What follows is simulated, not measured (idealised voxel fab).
Process module under the name voxel transistor to metal
The figure presents cross-section cut, which has a width of 285 nm and is divided into square cells with an edge length of 5 nm.
How to read a cross-section here: the picture is a grid of square cells, written as bands going from the top down, and any band can span one or more rows of cells. Band: top and bottom heights (nm) first, top before bottom; then materials from left to right, widths in nm. "everywhere" marks a sole material filling the band edge to edge. "air" denotes empty space. Height 0 is the level under which the wafer as received is all one material. The lowest band goes on downwards, as in "z 0 and below". You'd read "30->40" like this: the band's top row of cells is as wide as the first number, its bottom row is as wide as the second, and going down, every row changes width by the same amount as the row before did. Basically "nothing got changed" means that step didn't change any cell in the cross-section. The entry "Entrapped void list" lists the empty spaces that cover at least 8 cells and have no open path to the top. Each is written as width x height at distance, where the distance is measured from the left edge and all three values are in nm. Formally, on a step line, whatever follows the settings is a remark that the simulator itself makes on the step. What "overlay nm" on a step's line means: if the step has a mask, that mask lay this far to the right of its planned place, or, when the value is negative, to the left.
These are the steps we planned for the process
| 1 | RECEIVE [material Si] |
| 2 | CONFORMAL_DEP [material SiO2] [thk nm 5] |
| 3 | CONFORMAL_DEP [material SiN] [thk nm 10] |
| 4 | PATTERN [tone cover] [mask id ACTIVE] [material resist] [width nm 115] [pitch nm 140] [thk nm 15] [overlay nm 0] |
| 5 | DIRECTIONAL_ETCH [etch materials SiN] [depth nm 10] |
| 6 | DIRECTIONAL_ETCH [etch materials SiO2] [depth nm 5] |
| 7 | DIRECTIONAL_ETCH [etch materials Si] [depth nm 25] |
| 8 | STRIP [etch materials resist] |
| 9 | OXIDIZE [depth nm 5] |
| 10 | FILL_DEP [material SiO2] [thk nm 5] |
| 11 | CMP [height nm 15] |
| 12 | SELECTIVE_ETCH [etch materials SiO2] [depth nm 5] |
| 13 | STRIP [etch materials SiN] |
| 14 | SELECTIVE_ETCH [etch materials SiO2] [depth nm 5] |
| 15 | OXIDIZE [depth nm 5] |
| 16 | DIRECTIONAL_DEP [material polySi] [thk nm 25] |
| 17 | DIRECTIONAL_DEP [material SiCN] [thk nm 10] |
| 18 | PATTERN [tone cover] [mask id GATE] [material resist] [width nm 25] [pitch nm 140] [thk nm 20] [overlay nm 0] |
| 19 | DIRECTIONAL_ETCH [etch materials SiCN] [depth nm 20] |
| 20 | DIRECTIONAL_ETCH [etch materials polySi] [depth nm 35] |
| 21 | STRIP [etch materials resist] |
| 22 | CONFORMAL_DEP [material SiO2] [thk nm 5] |
| 23 | DIRECTIONAL_ETCH [etch materials SiO2] [depth nm 5] |
| 24 | CONFORMAL_DEP [material SiN] [thk nm 10] |
| 25 | DIRECTIONAL_ETCH [etch materials SiN] [depth nm 10] |
| 26 | DIRECTIONAL_ETCH [etch materials SiO2] [depth nm 5] |
| 27 | DIRECTIONAL_ETCH [etch materials Si] [depth nm 5] |
| 28 | EPI [material nSi] [thk nm 5] |
| 29 | FILL_DEP [material SiO2] [thk nm 5] |
| 30 | CMP [height nm 35] |
| 31 | DIRECTIONAL_DEP [material SiO2] [thk nm 10] |
| 32 | DIRECTIONAL_DEP [material aC] [thk nm 10] |
| 33 | PATTERN [tone open] [mask id CONTACT] [material resist] [width nm 35] [pitch nm 70] [thk nm 30] [overlay nm 0] |
| 34 | DIRECTIONAL_ETCH [etch materials aC] [depth nm 10] |
| 35 | STRIP [etch materials resist] |
| 36 | DIRECTIONAL_ETCH [etch materials SiO2] [depth nm 50] |
| 37 | STRIP [etch materials aC] |
| 38 | CONFORMAL_DEP [material TiN] [thk nm 5] |
| 39 | FILL_DEP [material W] [thk nm 5] |
| 40 | CMP [height nm 45] |
| 41 | DIRECTIONAL_DEP [material TiN] [thk nm 5] |
| 42 | DIRECTIONAL_DEP [material W] [thk nm 25] |
| 43 | PATTERN [tone cover] [mask id METAL_1] [material resist] [width nm 20] [thk nm 15] [overlay nm 0] |
| 44 | DIRECTIONAL_ETCH [etch materials W] [depth nm 25] |
| 45 | DIRECTIONAL_ETCH [etch materials TiN] [depth nm 5] |
| 46 | STRIP [etch materials resist] |
| 47 | CONFORMAL_DEP [material SiN] [thk nm 5] |
| 48 | FILL_DEP [material SiO2] [thk nm 10] |
| 49 | CMP [height nm 75] |
| 50 | CONFORMAL_DEP [material SiCN] [thk nm 5] |
Below: the first of two wafers, run as planned
As received, after step 1
    z 0 and below: Si everywhere
    Entrapped void list: none
Cross-sectional representation of the wafer at the conclusion of step 2
    z 5 to 0: SiO2 everywhere
    Everything under 0 stays put, no change at all.
Cross-sectional representation of the wafer at the conclusion of step 3
    z 15 to 5: SiN everywhere
    Everything under 5 stays put, no change at all.
Cross-sectional representation of the wafer at the conclusion of step 4
    z 30 to 15: air 15, resist 115, air 25, resist 115, air 15
    Everything under 15 stays put, no change at all.
Cross-sectional representation of the wafer at the conclusion of step 5
    z 30 to 15: air 15, resist 115, air 25, resist 115, air 15
    z 15 to 5: air 15, SiN 115, air 25, SiN 115, air 15
    Everything under 5 stays put, no change at all.
Cross-sectional representation of the wafer at the conclusion of step 6
    z 30 to 15: air 15, resist 115, air 25, resist 115, air 15
    z 15 to 5: air 15, SiN 115, air 25, SiN 115, air 15
    z 5 to 0: air 15, SiO2 115, air 25, SiO2 115, air 15
    Everything under 0 stays put, no change at all.
Cross-sectional representation of the wafer at the conclusion of step 7
    z 30 to 15: air 15, resist 115, air 25, resist 115, air 15
    z 15 to 5: air 15, SiN 115, air 25, SiN 115, air 15
    z 5 to 0: air 15, SiO2 115, air 25, SiO2 115, air 15
    z 0 to -25: air 15, Si 115, air 25, Si 115, air 15
    Everything under -25 stays put, no change at all.
Cross-sectional representation of the wafer at the conclusion of step 8
    z 15 to 5: air 15, SiN 115, air 25, SiN 115, air 15
    Everything under 5 stays put, no change at all.
Cross-sectional representation of the wafer at the conclusion of step 9
    z 15 to 5: air 15, SiN 115, air 25, SiN 115, air 15
    z 5 to 0: air 15, SiO2 115, air 25, SiO2 115, air 15
    z 0 to -25: air 15, SiO2 5, Si 105, SiO2 5, air 25, SiO2 5, Si 105, SiO2 5, air 15
    z -25 to -30: SiO2 20, Si 105, SiO2 35, Si 105, SiO2 20
    Everything under -30 stays put, no change at all.
Cross-sectional representation of the wafer at the conclusion of step 10
    z 20 to 15: SiO2 everywhere
    z 15 to 5: SiO2 15, SiN 115, SiO2 25, SiN 115, SiO2 15
    z 5 to 0: SiO2 everywhere
    z 0 to -30: SiO2 20, Si 105, SiO2 35, Si 105, SiO2 20
    Everything under -30 stays put, no change at all.
Cross-sectional representation of the wafer at the conclusion of step 11
    z 15 to 5: SiO2 15, SiN 115, SiO2 25, SiN 115, SiO2 15
    Everything under 5 stays put, no change at all.
Cross-sectional representation of the wafer at the conclusion of step 12
    z 15 to 10: air 15, SiN 115, air 25, SiN 115, air 15
    Everything under 10 stays put, no change at all.
Cross-sectional representation of the wafer at the conclusion of step 13
    z 10 to 5: SiO2 15, air 115, SiO2 25, air 115, SiO2 15
    Everything under 5 stays put, no change at all.
Cross-sectional representation of the wafer at the conclusion of step 14
    z 5 to 0: SiO2 10, air 125, SiO2 15, air 125, SiO2 10
    Everything under 0 stays put, no change at all.
Cross-sectional representation of the wafer at the conclusion of step 15
    z 5 to 0: SiO2 10, air 125, SiO2 15, air 125, SiO2 10
    z 0 to -5: SiO2 everywhere
    Everything under -5 stays put, no change at all.
Cross-sectional representation of the wafer at the conclusion of step 16
    z 30 to 25: polySi 10, air 125, polySi 15, air 125, polySi 10
    z 25 to 5: polySi everywhere
    z 5 to 0: SiO2 10, polySi 125, SiO2 15, polySi 125, SiO2 10
    Everything under 0 stays put, no change at all.
Cross-sectional representation of the wafer at the conclusion of step 17
    z 40 to 35: SiCN 10, air 125, SiCN 15, air 125, SiCN 10
    z 35 to 30: SiCN everywhere
    z 30 to 25: polySi 10, SiCN 125, polySi 15, SiCN 125, polySi 10
    Everything under 25 stays put, no change at all.
Cross-sectional representation of the wafer at the conclusion of step 18
    z 60 to 40: air 60, resist 25, air 115, resist 25, air 60
    z 40 to 35: SiCN 10, air 50, resist 25, air 50, SiCN 15, air 50, resist 25, air 50, SiCN 10
    Everything under 35 stays put, no change at all.
Cross-sectional representation of the wafer at the conclusion of step 19
    z 60 to 35: air 60, resist 25, air 115, resist 25, air 60
    z 35 to 30: air 60, SiCN 25, air 115, SiCN 25, air 60
    z 30 to 25: polySi 10, air 50, SiCN 25, air 50, polySi 15, air 50, SiCN 25, air 50, polySi 10
    Everything under 25 stays put, no change at all.
Cross-sectional representation of the wafer at the conclusion of step 20
    z 60 to 35: air 60, resist 25, air 115, resist 25, air 60
    z 35 to 25: air 60, SiCN 25, air 115, SiCN 25, air 60
    z 25 to 5: air 60, polySi 25, air 115, polySi 25, air 60
    z 5 to 0: SiO2 10, air 50, polySi 25, air 50, SiO2 15, air 50, polySi 25, air 50, SiO2 10
    Everything under 0 stays put, no change at all.
Cross-sectional representation of the wafer at the conclusion of step 21
    z 35 to 25: air 60, SiCN 25, air 115, SiCN 25, air 60
    Everything under 25 stays put, no change at all.
Cross-sectional representation of the wafer at the conclusion of step 22
    z 40 to 35: air 55, SiO2 35, air 105, SiO2 35, air 55
    z 35 to 25: air 55, SiO2 5, SiCN 25, SiO2 5, air 105, SiO2 5, SiCN 25, SiO2 5, air 55
    z 25 to 10: air 55, SiO2 5, polySi 25, SiO2 5, air 105, SiO2 5, polySi 25, SiO2 5, air 55
    z 10 to 5: SiO2 15, air 40, SiO2 5, polySi 25, SiO2 5, air 40, SiO2 25, air 40, SiO2 5, polySi 25, SiO2 5, air 40, SiO2 15
    z 5 to 0: SiO2 60, polySi 25, SiO2 115, polySi 25, SiO2 60
    Everything under 0 stays put, no change at all.
Cross-sectional representation of the wafer at the conclusion of step 23
    z 35 to 25: air 55, SiO2 5, SiCN 25, SiO2 5, air 105, SiO2 5, SiCN 25, SiO2 5, air 55
    z 25 to 5: air 55, SiO2 5, polySi 25, SiO2 5, air 105, SiO2 5, polySi 25, SiO2 5, air 55
    z 5 to 0: SiO2 15, air 40, SiO2 5, polySi 25, SiO2 5, air 40, SiO2 25, air 40, SiO2 5, polySi 25, SiO2 5, air 40, SiO2 15
    Everything under 0 stays put, no change at all.
Cross-sectional representation of the wafer at the conclusion of step 24
    z 45 to 35: air 45, SiN 55, air 85, SiN 55, air 45
    z 35 to 25: air 45, SiN 10, SiO2 5, SiCN 25, SiO2 5, SiN 10, air 85, SiN 10, SiO2 5, SiCN 25, SiO2 5, SiN 10, air 45
    z 25 to 15: air 45, SiN 10, SiO2 5, polySi 25, SiO2 5, SiN 10, air 85, SiN 10, SiO2 5, polySi 25, SiO2 5, SiN 10, air 45
    z 15 to 10: SiN 25, air 20, SiN 10, SiO2 5, polySi 25, SiO2 5, SiN 10, air 20, SiN 45, air 20, SiN 10, SiO2 5, polySi 25, SiO2 5, SiN 10, air 20, SiN 25
    z 10 to 5: SiN 55, SiO2 5, polySi 25, SiO2 5, SiN 105, SiO2 5, polySi 25, SiO2 5, SiN 55
    z 5 to 0: SiO2 15, SiN 40, SiO2 5, polySi 25, SiO2 5, SiN 40, SiO2 25, SiN 40, SiO2 5, polySi 25, SiO2 5, SiN 40, SiO2 15
    Everything under 0 stays put, no change at all.
Cross-sectional representation of the wafer at the conclusion of step 25
    z 35 to 25: air 45, SiN 10, SiO2 5, SiCN 25, SiO2 5, SiN 10, air 85, SiN 10, SiO2 5, SiCN 25, SiO2 5, SiN 10, air 45
    z 25 to 5: air 45, SiN 10, SiO2 5, polySi 25, SiO2 5, SiN 10, air 85, SiN 10, SiO2 5, polySi 25, SiO2 5, SiN 10, air 45
    z 5 to 0: SiO2 15, SiN 10, air 20, SiN 10, SiO2 5, polySi 25, SiO2 5, SiN 10, air 20, SiN 10, SiO2 25, SiN 10, air 20, SiN 10, SiO2 5, polySi 25, SiO2 5, SiN 10, air 20, SiN 10, SiO2 15
    Everything under 0 stays put, no change at all.
Cross-sectional representation of the wafer at the conclusion of step 26
    z 35 to 30: air 45, SiN 10, air 5, SiCN 25, air 5, SiN 10, air 85, SiN 10, air 5, SiCN 25, air 5, SiN 10, air 45
    z 30 to 25: air 45, SiN 10, SiO2 5, SiCN 25, SiO2 5, SiN 10, air 85, SiN 10, SiO2 5, SiCN 25, SiO2 5, SiN 10, air 45
    z 25 to 5: air 45, SiN 10, SiO2 5, polySi 25, SiO2 5, SiN 10, air 85, SiN 10, SiO2 5, polySi 25, SiO2 5, SiN 10, air 45
    z 5 to 0: air 15, SiN 10, air 20, SiN 10, SiO2 5, polySi 25, SiO2 5, SiN 10, air 20, SiN 10, air 25, SiN 10, air 20, SiN 10, SiO2 5, polySi 25, SiO2 5, SiN 10, air 20, SiN 10, air 15
    z 0 to -5: SiO2 25, air 20, SiO2 55, air 20, SiO2 45, air 20, SiO2 55, air 20, SiO2 25
    Everything under -5 stays put, no change at all.
Cross-sectional representation of the wafer at the conclusion of step 27
    z 35 to 30: air 45, SiN 10, air 5, SiCN 25, air 5, SiN 10, air 85, SiN 10, air 5, SiCN 25, air 5, SiN 10, air 45
    z 30 to 25: air 45, SiN 10, SiO2 5, SiCN 25, SiO2 5, SiN 10, air 85, SiN 10, SiO2 5, SiCN 25, SiO2 5, SiN 10, air 45
    z 25 to 5: air 45, SiN 10, SiO2 5, polySi 25, SiO2 5, SiN 10, air 85, SiN 10, SiO2 5, polySi 25, SiO2 5, SiN 10, air 45
    z 5 to 0: air 15, SiN 10, air 20, SiN 10, SiO2 5, polySi 25, SiO2 5, SiN 10, air 20, SiN 10, air 25, SiN 10, air 20, SiN 10, SiO2 5, polySi 25, SiO2 5, SiN 10, air 20, SiN 10, air 15
    z 0 to -5: SiO2 25, air 20, SiO2 55, air 20, SiO2 45, air 20, SiO2 55, air 20, SiO2 25
    z -5 to -10: SiO2 20, Si 5, air 20, Si 55, air 20, Si 5, SiO2 35, Si 5, air 20, Si 55, air 20, Si 5, SiO2 20
    Everything under -10 stays put, no change at all.
Cross-sectional representation of the wafer at the conclusion of step 28
    z 35 to 30: air 45, SiN 10, air 5, SiCN 25, air 5, SiN 10, air 85, SiN 10, air 5, SiCN 25, air 5, SiN 10, air 45
    z 30 to 25: air 45, SiN 10, SiO2 5, SiCN 25, SiO2 5, SiN 10, air 85, SiN 10, SiO2 5, SiCN 25, SiO2 5, SiN 10, air 45
    z 25 to 5: air 45, SiN 10, SiO2 5, polySi 25, SiO2 5, SiN 10, air 85, SiN 10, SiO2 5, polySi 25, SiO2 5, SiN 10, air 45
    z 5 to 0: air 15, SiN 10, air 20, SiN 10, SiO2 5, polySi 25, SiO2 5, SiN 10, air 20, SiN 10, air 25, SiN 10, air 20, SiN 10, SiO2 5, polySi 25, SiO2 5, SiN 10, air 20, SiN 10, air 15
    z 0 to -5: SiO2 25, nSi 5, air 10, nSi 5, SiO2 55, nSi 5, air 10, nSi 5, SiO2 45, nSi 5, air 10, nSi 5, SiO2 55, nSi 5, air 10, nSi 5, SiO2 25
    z -5 to -10: SiO2 20, Si 5, nSi 20, Si 55, nSi 20, Si 5, SiO2 35, Si 5, nSi 20, Si 55, nSi 20, Si 5, SiO2 20
    Everything under -10 stays put, no change at all.
Cross-sectional representation of the wafer at the conclusion of step 29
    z 40 to 35: SiO2 everywhere
    z 35 to 25: SiO2 45, SiN 10, SiO2 5, SiCN 25, SiO2 5, SiN 10, SiO2 85, SiN 10, SiO2 5, SiCN 25, SiO2 5, SiN 10, SiO2 45
    z 25 to 5: SiO2 45, SiN 10, SiO2 5, polySi 25, SiO2 5, SiN 10, SiO2 85, SiN 10, SiO2 5, polySi 25, SiO2 5, SiN 10, SiO2 45
    z 5 to 0: SiO2 15, SiN 10, SiO2 20, SiN 10, SiO2 5, polySi 25, SiO2 5, SiN 10, SiO2 20, SiN 10, SiO2 25, SiN 10, SiO2 20, SiN 10, SiO2 5, polySi 25, SiO2 5, SiN 10, SiO2 20, SiN 10, SiO2 15
    z 0 to -5: SiO2 25, nSi 5, SiO2 10, nSi 5, SiO2 55, nSi 5, SiO2 10, nSi 5, SiO2 45, nSi 5, SiO2 10, nSi 5, SiO2 55, nSi 5, SiO2 10, nSi 5, SiO2 25
    Everything under -5 stays put, no change at all.
Cross-sectional representation of the wafer at the conclusion of step 30
    z 35 to 25: SiO2 45, SiN 10, SiO2 5, SiCN 25, SiO2 5, SiN 10, SiO2 85, SiN 10, SiO2 5, SiCN 25, SiO2 5, SiN 10, SiO2 45
    Everything under 25 stays put, no change at all.
Cross-sectional representation of the wafer at the conclusion of step 31
    z 45 to 35: SiO2 everywhere
    Everything under 35 stays put, no change at all.
Cross-sectional representation of the wafer at the conclusion of step 32
    z 55 to 45: aC everywhere
    Everything under 45 stays put, no change at all.
Cross-sectional representation of the wafer at the conclusion of step 33
    z 85 to 55: resist 20, air 35, resist 35, air 35, resist 35, air 35, resist 35, air 35, resist 20
    Everything under 55 stays put, no change at all.
Cross-sectional representation of the wafer at the conclusion of step 34
    z 75 to 55: resist 20, air 35, resist 35, air 35, resist 35, air 35, resist 35, air 35, resist 20
    z 55 to 45: aC 20, air 35, aC 35, air 35, aC 35, air 35, aC 35, air 35, aC 20
    Everything under 45 stays put, no change at all.
Cross-sectional representation of the wafer at the conclusion of step 35
    z 55 to 45: aC 20, air 35, aC 35, air 35, aC 35, air 35, aC 35, air 35, aC 20
    Everything under 45 stays put, no change at all.
Cross-sectional representation of the wafer at the conclusion of step 36
    z 55 to 45: aC 20, air 35, aC 35, air 35, aC 35, air 35, aC 35, air 35, aC 20
    z 45 to 35: SiO2 20, air 35, SiO2 35, air 35, SiO2 35, air 35, SiO2 35, air 35, SiO2 20
    z 35 to 25: SiO2 20, air 25, SiN 10, SiO2 5, SiCN 25, SiO2 5, SiN 10, air 25, SiO2 35, air 25, SiN 10, SiO2 5, SiCN 25, SiO2 5, SiN 10, air 25, SiO2 20
    z 25 to 5: SiO2 20, air 25, SiN 10, SiO2 5, polySi 25, SiO2 5, SiN 10, air 25, SiO2 35, air 25, SiN 10, SiO2 5, polySi 25, SiO2 5, SiN 10, air 25, SiO2 20
    z 5 to 0: SiO2 15, SiN 10, air 20, SiN 10, SiO2 5, polySi 25, SiO2 5, SiN 10, air 20, SiN 10, SiO2 25, SiN 10, air 20, SiN 10, SiO2 5, polySi 25, SiO2 5, SiN 10, air 20, SiN 10, SiO2 15
    z 0 to -5: SiO2 25, nSi 5, air 10, nSi 5, SiO2 55, nSi 5, air 10, nSi 5, SiO2 45, nSi 5, air 10, nSi 5, SiO2 55, nSi 5, air 10, nSi 5, SiO2 25
    Everything under -5 stays put, no change at all.
Cross-sectional representation of the wafer at the conclusion of step 37
    z 45 to 35: SiO2 20, air 35, SiO2 35, air 35, SiO2 35, air 35, SiO2 35, air 35, SiO2 20
    Everything under 35 stays put, no change at all.
Cross-sectional representation of the wafer at the conclusion of step 38
    z 50 to 45: TiN 25, air 25, TiN 45, air 25, TiN 45, air 25, TiN 45, air 25, TiN 25
    z 45 to 35: SiO2 20, TiN 5, air 25->15, TiN 5->15, SiO2 35, TiN 5->15, air 25->15, TiN 5, SiO2 35, TiN 5, air 25->15, TiN 5->15, SiO2 35, TiN 5->15, air 25->15, TiN 5, SiO2 20
    z 35 to 25: SiO2 20, TiN 5, air 15, TiN 5, SiN 10, SiO2 5, SiCN 25, SiO2 5, SiN 10, TiN 5, air 15, TiN 5, SiO2 35, TiN 5, air 15, TiN 5, SiN 10, SiO2 5, SiCN 25, SiO2 5, SiN 10, TiN 5, air 15, TiN 5, SiO2 20
    z 25 to 10: SiO2 20, TiN 5, air 15, TiN 5, SiN 10, SiO2 5, polySi 25, SiO2 5, SiN 10, TiN 5, air 15, TiN 5, SiO2 35, TiN 5, air 15, TiN 5, SiN 10, SiO2 5, polySi 25, SiO2 5, SiN 10, TiN 5, air 15, TiN 5, SiO2 20
    z 10 to 5: SiO2 20, TiN 10, air 10, TiN 5, SiN 10, SiO2 5, polySi 25, SiO2 5, SiN 10, TiN 5, air 10, TiN 10, SiO2 35, TiN 10, air 10, TiN 5, SiN 10, SiO2 5, polySi 25, SiO2 5, SiN 10, TiN 5, air 10, TiN 10, SiO2 20
    z 5 to 0: SiO2 15, SiN 10, TiN 20, SiN 10, SiO2 5, polySi 25, SiO2 5, SiN 10, TiN 20, SiN 10, SiO2 25, SiN 10, TiN 20, SiN 10, SiO2 5, polySi 25, SiO2 5, SiN 10, TiN 20, SiN 10, SiO2 15
    z 0 to -5: SiO2 25, nSi 5, TiN 10, nSi 5, SiO2 55, nSi 5, TiN 10, nSi 5, SiO2 45, nSi 5, TiN 10, nSi 5, SiO2 55, nSi 5, TiN 10, nSi 5, SiO2 25
    Everything under -5 stays put, no change at all.
Cross-sectional representation of the wafer at the conclusion of step 39
    z 55 to 50: W everywhere
    z 50 to 45: TiN 25, W 25, TiN 45, W 25, TiN 45, W 25, TiN 45, W 25, TiN 25
    z 45 to 35: SiO2 20, TiN 5, W 25->15, TiN 5->15, SiO2 35, TiN 5->15, W 25->15, TiN 5, SiO2 35, TiN 5, W 25->15, TiN 5->15, SiO2 35, TiN 5->15, W 25->15, TiN 5, SiO2 20
    z 35 to 25: SiO2 20, TiN 5, W 15, TiN 5, SiN 10, SiO2 5, SiCN 25, SiO2 5, SiN 10, TiN 5, W 15, TiN 5, SiO2 35, TiN 5, W 15, TiN 5, SiN 10, SiO2 5, SiCN 25, SiO2 5, SiN 10, TiN 5, W 15, TiN 5, SiO2 20
    z 25 to 10: SiO2 20, TiN 5, W 15, TiN 5, SiN 10, SiO2 5, polySi 25, SiO2 5, SiN 10, TiN 5, W 15, TiN 5, SiO2 35, TiN 5, W 15, TiN 5, SiN 10, SiO2 5, polySi 25, SiO2 5, SiN 10, TiN 5, W 15, TiN 5, SiO2 20
    z 10 to 5: SiO2 20, TiN 10, W 10, TiN 5, SiN 10, SiO2 5, polySi 25, SiO2 5, SiN 10, TiN 5, W 10, TiN 10, SiO2 35, TiN 10, W 10, TiN 5, SiN 10, SiO2 5, polySi 25, SiO2 5, SiN 10, TiN 5, W 10, TiN 10, SiO2 20
    Everything under 5 stays put, no change at all.
Cross-sectional representation of the wafer at the conclusion of step 40
    z 45 to 35: SiO2 20, TiN 5, W 25->15, TiN 5->15, SiO2 35, TiN 5->15, W 25->15, TiN 5, SiO2 35, TiN 5, W 25->15, TiN 5->15, SiO2 35, TiN 5->15, W 25->15, TiN 5, SiO2 20
    Everything under 35 stays put, no change at all.
Cross-sectional representation of the wafer at the conclusion of step 41
    z 50 to 45: TiN everywhere
    Everything under 45 stays put, no change at all.
Cross-sectional representation of the wafer at the conclusion of step 42
    z 75 to 50: W everywhere
    Everything under 50 stays put, no change at all.
Cross-sectional representation of the wafer at the conclusion of step 43
    z 90 to 75: air 20, resist 20, air 65, resist 20, air 35, resist 20, air 65, resist 20, air 20
    Everything under 75 stays put, no change at all.
Cross-sectional representation of the wafer at the conclusion of step 44
    z 90 to 75: air 20, resist 20, air 65, resist 20, air 35, resist 20, air 65, resist 20, air 20
    z 75 to 50: air 20, W 20, air 65, W 20, air 35, W 20, air 65, W 20, air 20
    Everything under 50 stays put, no change at all.
Cross-sectional representation of the wafer at the conclusion of step 45
    z 90 to 75: air 20, resist 20, air 65, resist 20, air 35, resist 20, air 65, resist 20, air 20
    z 75 to 50: air 20, W 20, air 65, W 20, air 35, W 20, air 65, W 20, air 20
    z 50 to 45: air 20, TiN 20, air 65, TiN 20, air 35, TiN 20, air 65, TiN 20, air 20
    Everything under 45 stays put, no change at all.
Cross-sectional representation of the wafer at the conclusion of step 46
    z 75 to 50: air 20, W 20, air 65, W 20, air 35, W 20, air 65, W 20, air 20
    Everything under 50 stays put, no change at all.
Cross-sectional representation of the wafer at the conclusion of step 47
    z 80 to 75: air 15, SiN 30, air 55, SiN 30, air 25, SiN 30, air 55, SiN 30, air 15
    z 75 to 50: air 15, SiN 5, W 20, SiN 5, air 55, SiN 5, W 20, SiN 5, air 25, SiN 5, W 20, SiN 5, air 55, SiN 5, W 20, SiN 5, air 15
    z 50 to 45: SiN 20, TiN 20, SiN 65, TiN 20, SiN 35, TiN 20, SiN 65, TiN 20, SiN 20
    Everything under 45 stays put, no change at all.
Cross-sectional representation of the wafer at the conclusion of step 48
    z 90 to 80: SiO2 everywhere
    z 80 to 75: SiO2 15, SiN 30, SiO2 55, SiN 30, SiO2 25, SiN 30, SiO2 55, SiN 30, SiO2 15
    z 75 to 50: SiO2 15, SiN 5, W 20, SiN 5, SiO2 55, SiN 5, W 20, SiN 5, SiO2 25, SiN 5, W 20, SiN 5, SiO2 55, SiN 5, W 20, SiN 5, SiO2 15
    Everything under 50 stays put, no change at all.
Cross-sectional representation of the wafer at the conclusion of step 49
    z 75 to 50: SiO2 15, SiN 5, W 20, SiN 5, SiO2 55, SiN 5, W 20, SiN 5, SiO2 25, SiN 5, W 20, SiN 5, SiO2 55, SiN 5, W 20, SiN 5, SiO2 15
    Everything under 50 stays put, no change at all.
Cross-sectional representation of the wafer at the conclusion of step 50
    z 80 to 75: SiCN everywhere
    Everything under 75 stays put, no change at all.
The second wafer began exactly as the first did and followed the same plan, but one mistake was made while running it; through step 30 inclusive, the two wafers are identical
X-section, second wafer, when step 31 was due to finish
    z 45 to 35: SiCN everywhere
    Everything under 35 stays put, no change at all.
X-section, second wafer, when step 32 was due to finish
    z 55 to 45: aC everywhere
    Everything under 45 stays put, no change at all.
X-section, second wafer, when step 33 was due to finish
    z 85 to 55: resist 20, air 35, resist 35, air 35, resist 35, air 35, resist 35, air 35, resist 20
    Everything under 55 stays put, no change at all.
X-section, second wafer, when step 34 was due to finish
    z 75 to 55: resist 20, air 35, resist 35, air 35, resist 35, air 35, resist 35, air 35, resist 20
    z 55 to 45: aC 20, air 35, aC 35, air 35, aC 35, air 35, aC 35, air 35, aC 20
    Everything under 45 stays put, no change at all.
X-section, second wafer, when step 35 was due to finish
    z 55 to 45: aC 20, air 35, aC 35, air 35, aC 35, air 35, aC 35, air 35, aC 20
    Everything under 45 stays put, no change at all.
X-section, second wafer, when step 36 was due to finish: nothing got changed
X-section, second wafer, when step 37 was due to finish
    z 45 to 35: SiCN everywhere
    Everything under 35 stays put, no change at all.
X-section, second wafer, when step 38 was due to finish
    z 50 to 45: TiN everywhere
    Everything under 45 stays put, no change at all.
X-section, second wafer, when step 39 was due to finish
    z 55 to 50: W everywhere
    Everything under 50 stays put, no change at all.
X-section, second wafer, when step 40 was due to finish
    z 45 to 35: SiCN everywhere
    Everything under 35 stays put, no change at all.
X-section, second wafer, when step 41 was due to finish
    z 50 to 45: TiN everywhere
    Everything under 45 stays put, no change at all.
X-section, second wafer, when step 42 was due to finish
    z 75 to 50: W everywhere
    Everything under 50 stays put, no change at all.
X-section, second wafer, when step 43 was due to finish
    z 90 to 75: air 20, resist 20, air 65, resist 20, air 35, resist 20, air 65, resist 20, air 20
    Everything under 75 stays put, no change at all.
X-section, second wafer, when step 44 was due to finish
    z 90 to 75: air 20, resist 20, air 65, resist 20, air 35, resist 20, air 65, resist 20, air 20
    z 75 to 50: air 20, W 20, air 65, W 20, air 35, W 20, air 65, W 20, air 20
    Everything under 50 stays put, no change at all.
X-section, second wafer, when step 45 was due to finish
    z 90 to 75: air 20, resist 20, air 65, resist 20, air 35, resist 20, air 65, resist 20, air 20
    z 75 to 50: air 20, W 20, air 65, W 20, air 35, W 20, air 65, W 20, air 20
    z 50 to 45: air 20, TiN 20, air 65, TiN 20, air 35, TiN 20, air 65, TiN 20, air 20
    Everything under 45 stays put, no change at all.
X-section, second wafer, when step 46 was due to finish
    z 75 to 50: air 20, W 20, air 65, W 20, air 35, W 20, air 65, W 20, air 20
    Everything under 50 stays put, no change at all.
X-section, second wafer, when step 47 was due to finish
    z 80 to 75: air 15, SiN 30, air 55, SiN 30, air 25, SiN 30, air 55, SiN 30, air 15
    z 75 to 50: air 15, SiN 5, W 20, SiN 5, air 55, SiN 5, W 20, SiN 5, air 25, SiN 5, W 20, SiN 5, air 55, SiN 5, W 20, SiN 5, air 15
    z 50 to 45: SiN 20, TiN 20, SiN 65, TiN 20, SiN 35, TiN 20, SiN 65, TiN 20, SiN 20
    Everything under 45 stays put, no change at all.
X-section, second wafer, when step 48 was due to finish
    z 90 to 80: SiO2 everywhere
    z 80 to 75: SiO2 15, SiN 30, SiO2 55, SiN 30, SiO2 25, SiN 30, SiO2 55, SiN 30, SiO2 15
    z 75 to 50: SiO2 15, SiN 5, W 20, SiN 5, SiO2 55, SiN 5, W 20, SiN 5, SiO2 25, SiN 5, W 20, SiN 5, SiO2 55, SiN 5, W 20, SiN 5, SiO2 15
    Everything under 50 stays put, no change at all.
X-section, second wafer, when step 49 was due to finish
    z 75 to 50: SiO2 15, SiN 5, W 20, SiN 5, SiO2 55, SiN 5, W 20, SiN 5, SiO2 25, SiN 5, W 20, SiN 5, SiO2 55, SiN 5, W 20, SiN 5, SiO2 15
    Everything under 50 stays put, no change at all.
X-section, second wafer, when step 50 was due to finish
    z 80 to 75: SiCN everywhere
    Everything under 75 stays put, no change at all.
Misprocessing identified: step 31 did not happen as planned, as run it was DIRECTIONAL_DEP [material SiCN] [thk nm 10]
It is noted that, at the conclusion of processing, the second wafer exhibits a higher or lower cell count for certain materials relative to the first: SiCN +114, SiO2 +86, TiN -100, W -100
